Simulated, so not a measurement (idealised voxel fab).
This section sets out a process module, namely voxel self aligned contacts.
Cross-section cut spans 290 nm and uses square cells 5 nm in size.
Cross-section = grid of square cells, listed top down in bands; band = one or more rows. Band: top and bottom heights (nm) first, top before bottom; then materials from left to right, widths in nm. "everywhere" marks a sole material filling the band edge to edge. "blank" denotes empty space. The level at which height equals 0 is the one under which the wafer, as it arrives, is entirely one material. No lower edge exists for the bottom band, which continues downward and is notated as in "z 0 and below". The width entry "30 to 40" should be interpreted row by row: the top row of cells in the band takes the first number, the bottom row takes the second number, and the change between adjacent rows is uniform throughout. Where a step carries "identical to before", the cross-section came out of it unchanged, cell for cell. Enclosed voids (no open way to top), threshold 8 cells or more, entry "Sealed internal voids", notation width x height at distance, distance from left edge, nm. The remark found on a step's line after its settings is issued by the simulator itself and pertains to that step. On any step carrying a mask, the "overlay nm" setting, if present on the step's line, tells how far right of its planned place the mask lay; negative values point to the left. Pairs follow: section before one process step, section after it down to the lowest changed band, step with settings underneath. Pairs may come from different runs of this module on the same starting wafer; continuity with the pair above only as stated in the "Before the process" entry.
-- Before the process
> z 95 to 65 = blank 55 nm  resist 30 nm  blank 45 nm  resist 30 nm  blank 45 nm  resist 30 nm  blank 55 nm
> z 65 to 50 = aC everywhere
> z 50 to 25 = polySi everywhere
> z 25 to 5 = SiN everywhere
> z 5 to 0 = SiO2 everywhere
> z 0 and below = Si everywhere
> Sealed internal voids: none
-- Resulting Structure
> z 80 to 65 = blank 55 nm  resist 30 nm  blank 45 nm  resist 30 nm  blank 45 nm  resist 30 nm  blank 55 nm
> z 65 to 50 = blank 55 nm  aC 30 nm  blank 45 nm  aC 30 nm  blank 45 nm  aC 30 nm  blank 55 nm
> below 50: unchanged
> Sealed internal voids: none
Step taken after the before cross-section and before the after cross-section above: DIRECTIONAL_ETCH (etch materials aC; depth nm 15)
Before the process: This step starts from the configuration shown after the step in the pair immediately above.
-- Resulting Structure
> z 65 to 50 = blank 55 nm  aC 30 nm  blank 45 nm  aC 30 nm  blank 45 nm  aC 30 nm  blank 55 nm
> below 50: unchanged
> Sealed internal voids: none
Step taken after the before cross-section and before the after cross-section above: STRIP (etch materials resist)
Before the process: This step starts from the configuration shown after the step in the pair immediately above.
-- Resulting Structure
> z 65 to 50 = blank 55 nm  aC 30 nm  blank 45 nm  aC 30 nm  blank 45 nm  aC 30 nm  blank 55 nm
> z 50 to 25 = blank 55 nm  polySi 30 nm  blank 45 nm  polySi 30 nm  blank 45 nm  polySi 30 nm  blank 55 nm
> below 25: unchanged
> Sealed internal voids: none
Step taken after the before cross-section and before the after cross-section above: DIRECTIONAL_ETCH (etch materials polySi; depth nm 25)
Before the process: This step starts from the configuration shown after the step in the pair immediately above.
-- Resulting Structure
> z 50 to 25 = blank 55 nm  polySi 30 nm  blank 45 nm  polySi 30 nm  blank 45 nm  polySi 30 nm  blank 55 nm
> below 25: unchanged
> Sealed internal voids: none
Step taken after the before cross-section and before the after cross-section above: STRIP (etch materials aC)
Before the process: This step starts from the configuration shown after the step in the pair immediately above.
-- Resulting Structure
> z 60 to 50 = blank 45 nm  SiN 50 nm  blank 25 nm  SiN 50 nm  blank 25 nm  SiN 50 nm  blank 45 nm
> z 50 to 35 = blank 45 nm  SiN 10 nm  polySi 30 nm  SiN 10 nm  blank 25 nm  SiN 10 nm  polySi 30 nm  SiN 10 nm  blank 25 nm  SiN 10 nm  polySi 30 nm  SiN 10 nm  blank 45 nm
> z 35 to 25 = SiN 55 nm  polySi 30 nm  SiN 45 nm  polySi 30 nm  SiN 45 nm  polySi 30 nm  SiN 55 nm
> below 25: unchanged
> Sealed internal voids: none
Step taken after the before cross-section and before the after cross-section above: CONFORMAL_DEP (material SiN; thk nm 10)
Before the process: This step starts from the configuration shown after the step in the pair immediately above.
-- Resulting Structure
> z 50 to 25 = blank 45 nm  SiN 10 nm  polySi 30 nm  SiN 10 nm  blank 25 nm  SiN 10 nm  polySi 30 nm  SiN 10 nm  blank 25 nm  SiN 10 nm  polySi 30 nm  SiN 10 nm  blank 45 nm
> below 25: unchanged
> Sealed internal voids: none
Step taken after the before cross-section and before the after cross-section above: DIRECTIONAL_ETCH (etch materials SiN; depth nm 10)
Before the process: This step starts from the configuration shown after the step in the pair immediately above.
-- Resulting Structure
> z 60 to 50 = SiO2 everywhere
> z 50 to 25 = SiO2 45 nm  SiN 10 nm  polySi 30 nm  SiN 10 nm  SiO2 25 nm  SiN 10 nm  polySi 30 nm  SiN 10 nm  SiO2 25 nm  SiN 10 nm  polySi 30 nm  SiN 10 nm  SiO2 45 nm
> below 25: unchanged
> Sealed internal voids: none
Step taken after the before cross-section and before the after cross-section above: FILL_DEP (material SiO2; thk nm 10)
Before the process: This step starts from the configuration shown after the step in the pair immediately above.
-- Resulting Structure
> z 55 to 50 = SiO2 everywhere
> below 50: unchanged
> Sealed internal voids: none
Step taken after the before cross-section and before the after cross-section above: CMP (height nm 55)
Before the process: This step starts from the configuration shown after the step in the pair immediately above.
-- Resulting Structure
> z 55 to 50 = SiO2 80 nm  blank 55 nm  SiO2 20 nm  blank 55 nm  SiO2 80 nm
> z 50 to 25 = SiO2 45 nm  SiN 10 nm  polySi 30 nm  SiN 10 nm  blank 25 nm  SiN 10 nm  polySi 30 nm  SiN 10 nm  blank 25 nm  SiN 10 nm  polySi 30 nm  SiN 10 nm  SiO2 45 nm
> below 25: unchanged
> Sealed internal voids: none
Step taken after the before cross-section and before the after cross-section above: MASKED_ETCH (tone open; mask id CONTACT; width nm 55; pitch nm 75; etch materials SiO2; depth nm 55; overlay nm 0)
Before the process: This step starts from the configuration shown after the step in the pair immediately above.
-- Resulting Structure
> z 60 to 55 = TiN 85 nm  blank 45 nm  TiN 30 nm  blank 45 nm  TiN 85 nm
> z 55 to 50 = SiO2 80 nm  TiN 20 nm  blank 15 nm  TiN 20 nm  SiO2 20 nm  TiN 20 nm  blank 15 nm  TiN 20 nm  SiO2 80 nm
> z 50 to 30 = SiO2 45 nm  SiN 10 nm  polySi 30 nm  SiN 10 nm  TiN 5 nm  blank 15 nm  TiN 5 nm  SiN 10 nm  polySi 30 nm  SiN 10 nm  TiN 5 nm  blank 15 nm  TiN 5 nm  SiN 10 nm  polySi 30 nm  SiN 10 nm  SiO2 45 nm
> z 30 to 25 = SiO2 45 nm  SiN 10 nm  polySi 30 nm  SiN 10 nm  TiN 25 nm  SiN 10 nm  polySi 30 nm  SiN 10 nm  TiN 25 nm  SiN 10 nm  polySi 30 nm  SiN 10 nm  SiO2 45 nm
> below 25: unchanged
> Sealed internal voids: none
Step taken after the before cross-section and before the after cross-section above: CONFORMAL_DEP (material TiN; thk nm 5)
Before the process: This step starts from the configuration shown after the step in the pair immediately above.
-- Resulting Structure
> z 65 to 60 = W everywhere
> z 60 to 55 = TiN 85 nm  W 45 nm  TiN 30 nm  W 45 nm  TiN 85 nm
> z 55 to 50 = SiO2 80 nm  TiN 20 nm  W 15 nm  TiN 20 nm  SiO2 20 nm  TiN 20 nm  W 15 nm  TiN 20 nm  SiO2 80 nm
> z 50 to 30 = SiO2 45 nm  SiN 10 nm  polySi 30 nm  SiN 10 nm  TiN 5 nm  W 15 nm  TiN 5 nm  SiN 10 nm  polySi 30 nm  SiN 10 nm  TiN 5 nm  W 15 nm  TiN 5 nm  SiN 10 nm  polySi 30 nm  SiN 10 nm  SiO2 45 nm
> below 30: unchanged
> Sealed internal voids: none
Step taken after the before cross-section and before the after cross-section above: FILL_DEP (material W; thk nm 5)
Before the process: This step starts from the configuration shown after the step in the pair immediately above.
-- Resulting Structure
> z 55 to 50 = SiO2 80 nm  TiN 20 nm  W 15 nm  TiN 20 nm  SiO2 20 nm  TiN 20 nm  W 15 nm  TiN 20 nm  SiO2 80 nm
> below 50: unchanged
> Sealed internal voids: none
Step taken after the before cross-section and before the after cross-section above: CMP (height nm 55)
Before the process: This step starts from the configuration shown after the step in the pair immediately above.
-- Resulting Structure
> z 60 to 55 = SiN everywhere
> below 55: unchanged
> Sealed internal voids: none
Step taken after the before cross-section and before the after cross-section above: CONFORMAL_DEP (material SiN; thk nm 5)
-- Before the process
> z 65 to 50 = blank 55 nm  aC 30 nm  blank 45 nm  aC 30 nm  blank 45 nm  aC 30 nm  blank 55 nm
> z 50 to 30 = SiN everywhere
> z 30 to 5 = polySi everywhere
> z 5 to 0 = SiO2 everywhere
> z 0 and below = Si everywhere
> Sealed internal voids: none
-- Resulting Structure
> z 65 to 50 = blank 55 nm  aC 30 nm  blank 45 nm  aC 30 nm  blank 45 nm  aC 30 nm  blank 55 nm
> z 50 to 35 = blank 55 nm  SiN 30 nm  blank 45 nm  SiN 30 nm  blank 45 nm  SiN 30 nm  blank 55 nm
> below 35: unchanged
> Sealed internal voids: none
Step taken after the before cross-section and before the after cross-section above: DIRECTIONAL_ETCH (etch materials SiN; depth nm 15)
Before the process: This step starts from the configuration shown after the step in the pair immediately above.
-- Resulting Structure
> z 50 to 35 = blank 55 nm  SiN 30 nm  blank 45 nm  SiN 30 nm  blank 45 nm  SiN 30 nm  blank 55 nm
> below 35: unchanged
> Sealed internal voids: none
Step taken after the before cross-section and before the after cross-section above: STRIP (etch materials aC)
Before the process: This step starts from the configuration shown after the step in the pair immediately above.
-- Resulting Structure
> z 60 to 45 = blank 45 nm  SiN 50 nm  blank 25 nm  SiN 50 nm  blank 25 nm  SiN 50 nm  blank 45 nm
> z 45 to 30 = SiN everywhere
> below 30: unchanged
> Sealed internal voids: none
Step taken after the before cross-section and before the after cross-section above: CONFORMAL_DEP (material SiN; thk nm 10)
Before the process: This step starts from the configuration shown after the step in the pair immediately above.
-- Resulting Structure
> z 50 to 35 = blank 45 nm  SiN 50 nm  blank 25 nm  SiN 50 nm  blank 25 nm  SiN 50 nm  blank 45 nm
> below 35: unchanged
> Sealed internal voids: none
Step taken after the before cross-section and before the after cross-section above: DIRECTIONAL_ETCH (etch materials SiN; depth nm 10)
Before the process: This step starts from the configuration shown after the step in the pair immediately above.
-- Resulting Structure
> z 60 to 50 = SiO2 everywhere
> z 50 to 35 = SiO2 45 nm  SiN 50 nm  SiO2 25 nm  SiN 50 nm  SiO2 25 nm  SiN 50 nm  SiO2 45 nm
> below 35: unchanged
> Sealed internal voids: none
Step taken after the before cross-section and before the after cross-section above: FILL_DEP (material SiO2; thk nm 10)
Before the process: This step starts from the configuration shown after the step in the pair immediately above.
-- Resulting Structure
> z 55 to 50 = SiO2 everywhere
> below 50: unchanged
> Sealed internal voids: none
Step taken after the before cross-section and before the after cross-section above: CMP (height nm 55)
Before the process: This step starts from the configuration shown after the step in the pair immediately above.
-- Resulting Structure
> z 55 to 50 = SiO2 80 nm  blank 55 nm  SiO2 20 nm  blank 55 nm  SiO2 80 nm
> z 50 to 35 = SiO2 45 nm  SiN 50 nm  blank 25 nm  SiN 50 nm  blank 25 nm  SiN 50 nm  SiO2 45 nm
> below 35: unchanged
> Sealed internal voids: none
Step taken after the before cross-section and before the after cross-section above: MASKED_ETCH (tone open; mask id CONTACT; width nm 55; pitch nm 75; etch materials SiO2; depth nm 55; overlay nm 0)
Before the process: This step starts from the configuration shown after the step in the pair immediately above.
-- Resulting Structure
> z 60 to 55 = TiN 85 nm  blank 45 nm  TiN 30 nm  blank 45 nm  TiN 85 nm
> z 55 to 50 = SiO2 80 nm  TiN 20 nm  blank 15 nm  TiN 20 nm  SiO2 20 nm  TiN 20 nm  blank 15 nm  TiN 20 nm  SiO2 80 nm
> z 50 to 40 = SiO2 45 nm  SiN 50 nm  TiN 5 nm  blank 15 nm  TiN 5 nm  SiN 50 nm  TiN 5 nm  blank 15 nm  TiN 5 nm  SiN 50 nm  SiO2 45 nm
> z 40 to 35 = SiO2 45 nm  SiN 50 nm  TiN 25 nm  SiN 50 nm  TiN 25 nm  SiN 50 nm  SiO2 45 nm
> below 35: unchanged
> Sealed internal voids: none
Step taken after the before cross-section and before the after cross-section above: CONFORMAL_DEP (material TiN; thk nm 5)
Before the process: This step starts from the configuration shown after the step in the pair immediately above.
-- Resulting Structure
> z 65 to 60 = W everywhere
> z 60 to 55 = TiN 85 nm  W 45 nm  TiN 30 nm  W 45 nm  TiN 85 nm
> z 55 to 50 = SiO2 80 nm  TiN 20 nm  W 15 nm  TiN 20 nm  SiO2 20 nm  TiN 20 nm  W 15 nm  TiN 20 nm  SiO2 80 nm
> z 50 to 40 = SiO2 45 nm  SiN 50 nm  TiN 5 nm  W 15 nm  TiN 5 nm  SiN 50 nm  TiN 5 nm  W 15 nm  TiN 5 nm  SiN 50 nm  SiO2 45 nm
> below 40: unchanged
> Sealed internal voids: none
Step taken after the before cross-section and before the after cross-section above: FILL_DEP (material W; thk nm 5)
Before the process: This step starts from the configuration shown after the step in the pair immediately above.
-- Resulting Structure
> z 55 to 50 = SiO2 80 nm  TiN 20 nm  W 15 nm  TiN 20 nm  SiO2 20 nm  TiN 20 nm  W 15 nm  TiN 20 nm  SiO2 80 nm
> below 50: unchanged
> Sealed internal voids: none
Step taken after the before cross-section and before the after cross-section above: CMP (height nm 55)
Before the process: This step starts from the configuration shown after the step in the pair immediately above.
-- Resulting Structure
> z 60 to 55 = SiN everywhere
> below 55: unchanged
> Sealed internal voids: none
Step taken after the before cross-section and before the after cross-section above: CONFORMAL_DEP (material SiN; thk nm 5)
-- Before the process
> z 55 to 50 = SiO2 everywhere
> z 50 to 30 = SiO2 45 nm  SiN 50 nm  SiO2 25 nm  SiN 50 nm  SiO2 25 nm  SiN 50 nm  SiO2 45 nm
> z 30 to 5 = SiO2 45 nm  SiN 10 nm  polySi 30 nm  SiN 10 nm  SiO2 25 nm  SiN 10 nm  polySi 30 nm  SiN 10 nm  SiO2 25 nm  SiN 10 nm  polySi 30 nm  SiN 10 nm  SiO2 45 nm
> z 5 to 0 = SiO2 everywhere
> z 0 and below = Si everywhere
> Sealed internal voids: none
-- Resulting Structure
> z 55 to 50 = SiO2 80 nm  blank 60 nm  SiO2 15 nm  blank 60 nm  SiO2 75 nm
> z 50 to 30 = SiO2 45 nm  SiN 50 nm  blank 25 nm  SiN 50 nm  blank 25 nm  SiN 50 nm  SiO2 45 nm
> z 30 to 5 = SiO2 45 nm  SiN 10 nm  polySi 30 nm  SiN 10 nm  blank 25 nm  SiN 10 nm  polySi 30 nm  SiN 10 nm  blank 25 nm  SiN 10 nm  polySi 30 nm  SiN 10 nm  SiO2 45 nm
> z 5 to 0 = SiO2 95 nm  blank 25 nm  SiO2 50 nm  blank 25 nm  SiO2 95 nm
> below 0: unchanged
> Sealed internal voids: none
Step taken after the before cross-section and before the after cross-section above: MASKED_ETCH (tone open; mask id CONTACT; width nm 60; pitch nm 75; etch materials SiO2; depth nm 55; overlay nm 0)
Before the process: This step starts from the configuration shown after the step in the pair immediately above.
-- Resulting Structure
> z 60 to 55 = TiN 85 nm  blank 50 nm  TiN 25 nm  blank 50 nm  TiN 80 nm
> z 55 to 50 = SiO2 80 nm  TiN 20 nm  blank 15 nm  TiN 25 nm  SiO2 15 nm  TiN 20 nm  blank 15 nm  TiN 25 nm  SiO2 75 nm
> z 50 to 30 = SiO2 45 nm  SiN 50 nm  TiN 5 nm  blank 15 nm  TiN 5 nm  SiN 50 nm  TiN 5 nm  blank 15 nm  TiN 5 nm  SiN 50 nm  SiO2 45 nm
> z 30 to 5 = SiO2 45 nm  SiN 10 nm  polySi 30 nm  SiN 10 nm  TiN 5 nm  blank 15 nm  TiN 5 nm  SiN 10 nm  polySi 30 nm  SiN 10 nm  TiN 5 nm  blank 15 nm  TiN 5 nm  SiN 10 nm  polySi 30 nm  SiN 10 nm  SiO2 45 nm
> z 5 to 0 = SiO2 95 nm  TiN 25 nm  SiO2 50 nm  TiN 25 nm  SiO2 95 nm
> below 0: unchanged
> Sealed internal voids: none
Step taken after the before cross-section and before the after cross-section above: CONFORMAL_DEP (material TiN; thk nm 5)
Before the process: This step starts from the configuration shown after the step in the pair immediately above.
-- Resulting Structure
> z 65 to 60 = W everywhere
> z 60 to 55 = TiN 85 nm  W 50 nm  TiN 25 nm  W 50 nm  TiN 80 nm
> z 55 to 50 = SiO2 80 nm  TiN 20 nm  W 15 nm  TiN 25 nm  SiO2 15 nm  TiN 20 nm  W 15 nm  TiN 25 nm  SiO2 75 nm
> z 50 to 30 = SiO2 45 nm  SiN 50 nm  TiN 5 nm  W 15 nm  TiN 5 nm  SiN 50 nm  TiN 5 nm  W 15 nm  TiN 5 nm  SiN 50 nm  SiO2 45 nm
> z 30 to 5 = SiO2 45 nm  SiN 10 nm  polySi 30 nm  SiN 10 nm  TiN 5 nm  W 15 nm  TiN 5 nm  SiN 10 nm  polySi 30 nm  SiN 10 nm  TiN 5 nm  W 15 nm  TiN 5 nm  SiN 10 nm  polySi 30 nm  SiN 10 nm  SiO2 45 nm
> below 5: unchanged
> Sealed internal voids: none
Step taken after the before cross-section and before the after cross-section above: FILL_DEP (material W; thk nm 5)
Before the process: This step starts from the configuration shown after the step in the pair immediately above.
-- Resulting Structure
> z 55 to 50 = SiO2 80 nm  TiN 20 nm  W 15 nm  TiN 25 nm  SiO2 15 nm  TiN 20 nm  W 15 nm  TiN 25 nm  SiO2 75 nm
> below 50: unchanged
> Sealed internal voids: none
Step taken after the before cross-section and before the after cross-section above: CMP (height nm 55)
Before the process: This step starts from the configuration shown after the step in the pair immediately above.
-- Resulting Structure
> z 60 to 55 = SiN everywhere
> below 55: unchanged
> Sealed internal voids: none
Step taken after the before cross-section and before the after cross-section above: CONFORMAL_DEP (material SiN; thk nm 5)
-- Before the process
> z 55 to 50 = SiO2 everywhere
> z 50 to 30 = SiO2 45 nm  SiN 50 nm  SiO2 25 nm  SiN 50 nm  SiO2 25 nm  SiN 50 nm  SiO2 45 nm
> z 30 to 5 = SiO2 45 nm  SiN 10 nm  polySi 30 nm  SiN 10 nm  SiO2 25 nm  SiN 10 nm  polySi 30 nm  SiN 10 nm  SiO2 25 nm  SiN 10 nm  polySi 30 nm  SiN 10 nm  SiO2 45 nm
> z 5 to 0 = SiO2 everywhere
> z 0 and below = Si everywhere
> Sealed internal voids: none
-- Resulting Structure
> z 55 to 50 = SiO2 90 nm  blank 55 nm  SiO2 20 nm  blank 55 nm  SiO2 70 nm
> z 50 to 30 = SiO2 45 nm  SiN 50 nm  blank 25 nm  SiN 50 nm  blank 25 nm  SiN 50 nm  SiO2 45 nm
> z 30 to 5 = SiO2 45 nm  SiN 10 nm  polySi 30 nm  SiN 10 nm  blank 25 nm  SiN 10 nm  polySi 30 nm  SiN 10 nm  blank 25 nm  SiN 10 nm  polySi 30 nm  SiN 10 nm  SiO2 45 nm
> z 5 to 0 = SiO2 95 nm  blank 25 nm  SiO2 50 nm  blank 25 nm  SiO2 95 nm
> below 0: unchanged
> Sealed internal voids: none
Step taken after the before cross-section and before the after cross-section above: MASKED_ETCH (tone open; mask id CONTACT; width nm 55; pitch nm 75; etch materials SiO2; depth nm 55; overlay nm 10)
Before the process: This step starts from the configuration shown after the step in the pair immediately above.
-- Resulting Structure
> z 60 to 55 = TiN 95 nm  blank 45 nm  TiN 30 nm  blank 45 nm  TiN 75 nm
> z 55 to 50 = SiO2 90 nm  TiN 10 nm  blank 15 nm  TiN 30 nm  SiO2 20 nm  TiN 10 nm  blank 15 nm  TiN 30 nm  SiO2 70 nm
> z 50 to 30 = SiO2 45 nm  SiN 50 nm  TiN 5 nm  blank 15 nm  TiN 5 nm  SiN 50 nm  TiN 5 nm  blank 15 nm  TiN 5 nm  SiN 50 nm  SiO2 45 nm
> z 30 to 5 = SiO2 45 nm  SiN 10 nm  polySi 30 nm  SiN 10 nm  TiN 5 nm  blank 15 nm  TiN 5 nm  SiN 10 nm  polySi 30 nm  SiN 10 nm  TiN 5 nm  blank 15 nm  TiN 5 nm  SiN 10 nm  polySi 30 nm  SiN 10 nm  SiO2 45 nm
> z 5 to 0 = SiO2 95 nm  TiN 25 nm  SiO2 50 nm  TiN 25 nm  SiO2 95 nm
> below 0: unchanged
> Sealed internal voids: none
Step taken after the before cross-section and before the after cross-section above: CONFORMAL_DEP (material TiN; thk nm 5)
Before the process: This step starts from the configuration shown after the step in the pair immediately above.
-- Resulting Structure
> z 65 to 60 = W everywhere
> z 60 to 55 = TiN 95 nm  W 45 nm  TiN 30 nm  W 45 nm  TiN 75 nm
> z 55 to 50 = SiO2 90 nm  TiN 10 nm  W 15 nm  TiN 30 nm  SiO2 20 nm  TiN 10 nm  W 15 nm  TiN 30 nm  SiO2 70 nm
> z 50 to 30 = SiO2 45 nm  SiN 50 nm  TiN 5 nm  W 15 nm  TiN 5 nm  SiN 50 nm  TiN 5 nm  W 15 nm  TiN 5 nm  SiN 50 nm  SiO2 45 nm
> z 30 to 5 = SiO2 45 nm  SiN 10 nm  polySi 30 nm  SiN 10 nm  TiN 5 nm  W 15 nm  TiN 5 nm  SiN 10 nm  polySi 30 nm  SiN 10 nm  TiN 5 nm  W 15 nm  TiN 5 nm  SiN 10 nm  polySi 30 nm  SiN 10 nm  SiO2 45 nm
> below 5: unchanged
> Sealed internal voids: none
Step taken after the before cross-section and before the after cross-section above: FILL_DEP (material W; thk nm 5)
Before the process: This step starts from the configuration shown after the step in the pair immediately above.
-- Resulting Structure
> z 55 to 50 = SiO2 90 nm  TiN 10 nm  W 15 nm  TiN 30 nm  SiO2 20 nm  TiN 10 nm  W 15 nm  TiN 30 nm  SiO2 70 nm
> below 50: unchanged
> Sealed internal voids: none
Step taken after the before cross-section and before the after cross-section above: CMP (height nm 55)
Before the process: This step starts from the configuration shown after the step in the pair immediately above.
-- Resulting Structure
> z 60 to 55 = SiN everywhere
> below 55: unchanged
> Sealed internal voids: none
Step taken after the before cross-section and before the after cross-section above: CONFORMAL_DEP (material SiN; thk nm 5)
-- Before the process
> z 0 and below = Si everywhere
> Sealed internal voids: none
-- Resulting Structure
> z 5 to 0 = polySi everywhere
> below 0: unchanged
> Sealed internal voids: none
Step taken after the before cross-section and before the after cross-section above: CONFORMAL_DEP (material polySi; thk nm 5)
Before the process: This step starts from the configuration shown after the step in the pair immediately above.
-- Resulting Structure
> z 30 to 0 = polySi everywhere
> below 0: unchanged
> Sealed internal voids: none
Step taken after the before cross-section and before the after cross-section above: DIRECTIONAL_DEP (material polySi; thk nm 25)
Before the process: This step starts from the configuration shown after the step in the pair immediately above.
-- Resulting Structure
> z 50 to 30 = SiN everywhere
> below 30: unchanged
> Sealed internal voids: none
Step taken after the before cross-section and before the after cross-section above: DIRECTIONAL_DEP (material SiN; thk nm 20)
Before the process: This step starts from the configuration shown after the step in the pair immediately above.
-- Resulting Structure
> z 65 to 50 = aC everywhere
> below 50: unchanged
> Sealed internal voids: none
Step taken after the before cross-section and before the after cross-section above: DIRECTIONAL_DEP (material aC; thk nm 15)
Before the process: This step starts from the configuration shown after the step in the pair immediately above.
-- Resulting Structure
> z 95 to 65 = blank 55 nm  resist 30 nm  blank 45 nm  resist 30 nm  blank 45 nm  resist 30 nm  blank 55 nm
> below 65: unchanged
> Sealed internal voids: none
Step taken after the before cross-section and before the after cross-section above: PATTERN (tone cover; mask id GATE; material resist; width nm 30; pitch nm 75; thk nm 30; overlay nm 0)
Before the process: This step starts from the configuration shown after the step in the pair immediately above.
-- Resulting Structure
> z 80 to 65 = blank 55 nm  resist 30 nm  blank 45 nm  resist 30 nm  blank 45 nm  resist 30 nm  blank 55 nm
> z 65 to 50 = blank 55 nm  aC 30 nm  blank 45 nm  aC 30 nm  blank 45 nm  aC 30 nm  blank 55 nm
> below 50: unchanged
> Sealed internal voids: none
Step taken after the before cross-section and before the after cross-section above: DIRECTIONAL_ETCH (etch materials aC; depth nm 15)
Before the process: This step starts from the configuration shown after the step in the pair immediately above.
-- Resulting Structure
> z 65 to 50 = blank 55 nm  aC 30 nm  blank 45 nm  aC 30 nm  blank 45 nm  aC 30 nm  blank 55 nm
> below 50: unchanged
> Sealed internal voids: none
Step taken after the before cross-section and before the after cross-section above: STRIP (etch materials resist)
Before the process: This step starts from the configuration shown after the step in the pair immediately above.
-- Resulting Structure
> z 65 to 50 = blank 55 nm  aC 30 nm  blank 45 nm  aC 30 nm  blank 45 nm  aC 30 nm  blank 55 nm
> z 50 to 30 = blank 55 nm  SiN 30 nm  blank 45 nm  SiN 30 nm  blank 45 nm  SiN 30 nm  blank 55 nm
> below 30: unchanged
> Sealed internal voids: none
Step taken after the before cross-section and before the after cross-section above: DIRECTIONAL_ETCH (etch materials SiN; depth nm 20)
Before the process: This step starts from the configuration shown after the step in the pair immediately above.
-- Resulting Structure
> z 65 to 50 = blank 55 nm  aC 30 nm  blank 45 nm  aC 30 nm  blank 45 nm  aC 30 nm  blank 55 nm
> z 50 to 30 = blank 55 nm  SiN 30 nm  blank 45 nm  SiN 30 nm  blank 45 nm  SiN 30 nm  blank 55 nm
> z 30 to 5 = blank 55 nm  polySi 30 nm  blank 45 nm  polySi 30 nm  blank 45 nm  polySi 30 nm  blank 55 nm
> below 5: unchanged
> Sealed internal voids: none
Step taken after the before cross-section and before the after cross-section above: DIRECTIONAL_ETCH (etch materials polySi; depth nm 25)
Before the process: This step starts from the configuration shown after the step in the pair immediately above.
-- Resulting Structure
> z 50 to 30 = blank 55 nm  SiN 30 nm  blank 45 nm  SiN 30 nm  blank 45 nm  SiN 30 nm  blank 55 nm
> below 30: unchanged
> Sealed internal voids: none
Step taken after the before cross-section and before the after cross-section above: STRIP (etch materials aC)
Before the process: This step starts from the configuration shown after the step in the pair immediately above.
-- Resulting Structure
> z 60 to 30 = blank 45 nm  SiN 50 nm  blank 25 nm  SiN 50 nm  blank 25 nm  SiN 50 nm  blank 45 nm
> z 30 to 15 = blank 45 nm  SiN 10 nm  polySi 30 nm  SiN 10 nm  blank 25 nm  SiN 10 nm  polySi 30 nm  SiN 10 nm  blank 25 nm  SiN 10 nm  polySi 30 nm  SiN 10 nm  blank 45 nm
> z 15 to 5 = SiN 55 nm  polySi 30 nm  SiN 45 nm  polySi 30 nm  SiN 45 nm  polySi 30 nm  SiN 55 nm
> below 5: unchanged
> Sealed internal voids: none
Step taken after the before cross-section and before the after cross-section above: CONFORMAL_DEP (material SiN; thk nm 10)
Before the process: This step starts from the configuration shown after the step in the pair immediately above.
-- Resulting Structure
> z 50 to 30 = blank 45 nm  SiN 50 nm  blank 25 nm  SiN 50 nm  blank 25 nm  SiN 50 nm  blank 45 nm
> z 30 to 5 = blank 45 nm  SiN 10 nm  polySi 30 nm  SiN 10 nm  blank 25 nm  SiN 10 nm  polySi 30 nm  SiN 10 nm  blank 25 nm  SiN 10 nm  polySi 30 nm  SiN 10 nm  blank 45 nm
> below 5: unchanged
> Sealed internal voids: none
Step taken after the before cross-section and before the after cross-section above: DIRECTIONAL_ETCH (etch materials SiN; depth nm 10)
Before the process: This step starts from the configuration shown after the step in the pair immediately above.
-- Resulting Structure
> z 60 to 50 = SiO2 everywhere
> z 50 to 30 = SiO2 45 nm  SiN 50 nm  SiO2 25 nm  SiN 50 nm  SiO2 25 nm  SiN 50 nm  SiO2 45 nm
> z 30 to 5 = SiO2 45 nm  SiN 10 nm  polySi 30 nm  SiN 10 nm  SiO2 25 nm  SiN 10 nm  polySi 30 nm  SiN 10 nm  SiO2 25 nm  SiN 10 nm  polySi 30 nm  SiN 10 nm  SiO2 45 nm
> below 5: unchanged
> Sealed internal voids: none
Step taken after the before cross-section and before the after cross-section above: FILL_DEP (material SiO2; thk nm 10)
Before the process: This step starts from the configuration shown after the step in the pair immediately above.
-- Resulting Structure
> z 55 to 50 = SiO2 everywhere
> below 50: unchanged
> Sealed internal voids: none
Step taken after the before cross-section and before the after cross-section above: CMP (height nm 55)
Before the process: This step starts from the configuration shown after the step in the pair immediately above.
-- Resulting Structure
> z 55 to 50 = SiO2 80 nm  blank 55 nm  SiO2 20 nm  blank 55 nm  SiO2 80 nm
> z 50 to 30 = SiO2 45 nm  SiN 50 nm  blank 25 nm  SiN 50 nm  blank 25 nm  SiN 50 nm  SiO2 45 nm
> z 30 to 5 = SiO2 45 nm  SiN 10 nm  polySi 30 nm  SiN 10 nm  blank 25 nm  SiN 10 nm  polySi 30 nm  SiN 10 nm  blank 25 nm  SiN 10 nm  polySi 30 nm  SiN 10 nm  SiO2 45 nm
> below 5: unchanged
> Sealed internal voids: none
Step taken after the before cross-section and before the after cross-section above: MASKED_ETCH (tone open; mask id CONTACT; width nm 55; pitch nm 75; etch materials SiO2; depth nm 55; overlay nm 0)
Before the process: This step starts from the configuration shown after the step in the pair immediately above.
-- Resulting Structure
> z 60 to 55 = TiN 85 nm  blank 45 nm  TiN 30 nm  blank 45 nm  TiN 85 nm
> z 55 to 50 = SiO2 80 nm  TiN 20 nm  blank 15 nm  TiN 20 nm  SiO2 20 nm  TiN 20 nm  blank 15 nm  TiN 20 nm  SiO2 80 nm
> z 50 to 30 = SiO2 45 nm  SiN 50 nm  TiN 5 nm  blank 15 nm  TiN 5 nm  SiN 50 nm  TiN 5 nm  blank 15 nm  TiN 5 nm  SiN 50 nm  SiO2 45 nm
> z 30 to 10 = SiO2 45 nm  SiN 10 nm  polySi 30 nm  SiN 10 nm  TiN 5 nm  blank 15 nm  TiN 5 nm  SiN 10 nm  polySi 30 nm  SiN 10 nm  TiN 5 nm  blank 15 nm  TiN 5 nm  SiN 10 nm  polySi 30 nm  SiN 10 nm  SiO2 45 nm
> z 10 to 5 = SiO2 45 nm  SiN 10 nm  polySi 30 nm  SiN 10 nm  TiN 25 nm  SiN 10 nm  polySi 30 nm  SiN 10 nm  TiN 25 nm  SiN 10 nm  polySi 30 nm  SiN 10 nm  SiO2 45 nm
> below 5: unchanged
> Sealed internal voids: none
Step taken after the before cross-section and before the after cross-section above: CONFORMAL_DEP (material TiN; thk nm 5)
